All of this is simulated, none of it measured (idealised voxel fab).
Process module under the name voxel air gaps
Shown is cross-section cut, with a width of 300 nm and square cells of size 5 nm.
If you're reading a cross-section in this doc, picture square cells in a grid; it comes to you as bands, top ones listed first down to the bottom, and a band can be one or more rows of cells. Band entry format. Leading values: height of top, height of bottom, nm. Remainder: materials in left-to-right order, each with its width in nm. Special words: "all across" on a single material, which then fills the band edge to edge; "air", empty space. It should be noted that heights are counted from 0, beneath which the wafer as supplied is of one material throughout, and that the lowest band possesses no lower boundary but continues downward, as written in "0 -> down". You'd read "30->40" like this: the band's top row of cells is as wide as the first number, its bottom row is as wide as the second, and going down, every row changes width by the same amount as the row before did. "stayed the same" -> step changed no cross-section cell. "Closed void entries" enumerates empty spaces isolated from the top, with no open way to it, that contain at least 8 cells, giving each as width x height at distance from the left edge, all three in nm. If you see something after the settings on a step's line, that's the simulator's own remark about that step. If you see "overlay nm" on a step's line and that step has a mask, it's telling you how far right of where it was planned the mask ended up; a negative number means it went left instead.

Here's what the planned process steps look like:
| 1 | RECEIVE: material Si |
| 2 | CONFORMAL_DEP: material SiO2, thk nm 10 |
| 3 | CONFORMAL_DEP: material SiCN, thk nm 5 |
| 4 | DIRECTIONAL_DEP: material SiO2, thk nm 40 |
| 5 | MASKED_ETCH: tone open, mask id LINES, width nm 25, pitch nm 50, etch materials SiO2, depth nm 40, overlay nm 0 |
| 6 | CONFORMAL_DEP: material TiN, thk nm 5 |
| 7 | FILL_DEP: material Ru, thk nm 10 |
| 8 | CMP: height nm 55 |
| 9 | EPI: material Ru, thk nm 10 |
| 10 | SELECTIVE_ETCH: etch materials SiO2, depth nm 50 |
| 11 | CONFORMAL_DEP: material SiCN, thk nm 5 |

Received-state cross-section, reflecting completion of step 1:
* 0 -> down = Si all across
* Closed void entries: none

Cross-section taken at module completion on the first of two wafers; processed per the plan:
* 70 -> 65 = air: 70 / SiCN: 155 / air: 75
* 65 -> 55 = air: 70 / SiCN: 5 / Ru: 45 / SiCN: 5 / Ru: 45 / SiCN: 5 / Ru: 45 / SiCN: 5 / air: 75
* 55 -> 50 = air: 70 / SiCN: 15 / TiN: 5 / Ru: 15 / TiN: 5 / SiCN: 25 / TiN: 5 / Ru: 15 / TiN: 5 / SiCN: 25 / TiN: 5 / Ru: 15 / TiN: 5 / SiCN: 15 / air: 75
* 50 -> 20 = air: 80 / SiCN: 5 / TiN: 5 / Ru: 15 / TiN: 5 / SiCN: 5 / air: 15 / SiCN: 5 / TiN: 5 / Ru: 15 / TiN: 5 / SiCN: 5 / air: 15 / SiCN: 5 / TiN: 5 / Ru: 15 / TiN: 5 / SiCN: 5 / air: 85
* 20 -> 15 = SiCN: 85 / TiN: 25 / SiCN: 25 / TiN: 25 / SiCN: 25 / TiN: 25 / SiCN: 90
* 15 -> 10 = SiCN all across
* 10 -> 0 = SiO2 all across
* 0 -> down = Si all across
* Closed void entries: 15 x 30 at 115; 15 x 30 at 165

Cross-section of the latter of the two wafers at module completion. It had an identical start and an identical plan to the former; in running it, one mistake was made:
* 85 -> 80 = SiCN all across
* 80 -> 60 = Ru all across
* 60 -> 55 = TiN: 90 / Ru: 15 / TiN: 35 / Ru: 15 / TiN: 35 / Ru: 15 / TiN: 95
* 55 -> 20 = SiO2: 85 / TiN: 5 / Ru: 15 / TiN: 5 / SiO2: 25 / TiN: 5 / Ru: 15 / TiN: 5 / SiO2: 25 / TiN: 5 / Ru: 15 / TiN: 5 / SiO2: 90
* 20 -> 15 = SiO2: 85 / TiN: 25 / SiO2: 25 / TiN: 25 / SiO2: 25 / TiN: 25 / SiO2: 90
* 15 -> 10 = SiCN all across
* 10 -> 0 = SiO2 all across
* 0 -> down = Si all across
* Closed void entries: none
Deviation from plan: heads up, step 8 of the plan was skipped and never actually ran
Once processing is complete, comparing cell counts shows that the second wafer has more or fewer of certain materials than the first: Ru: 195 more | SiCN: 76 fewer | SiO2: 360 more | TiN: 51 more
On completion, 0 closed voids are found in the second wafer, whereas the first wafer has 2.
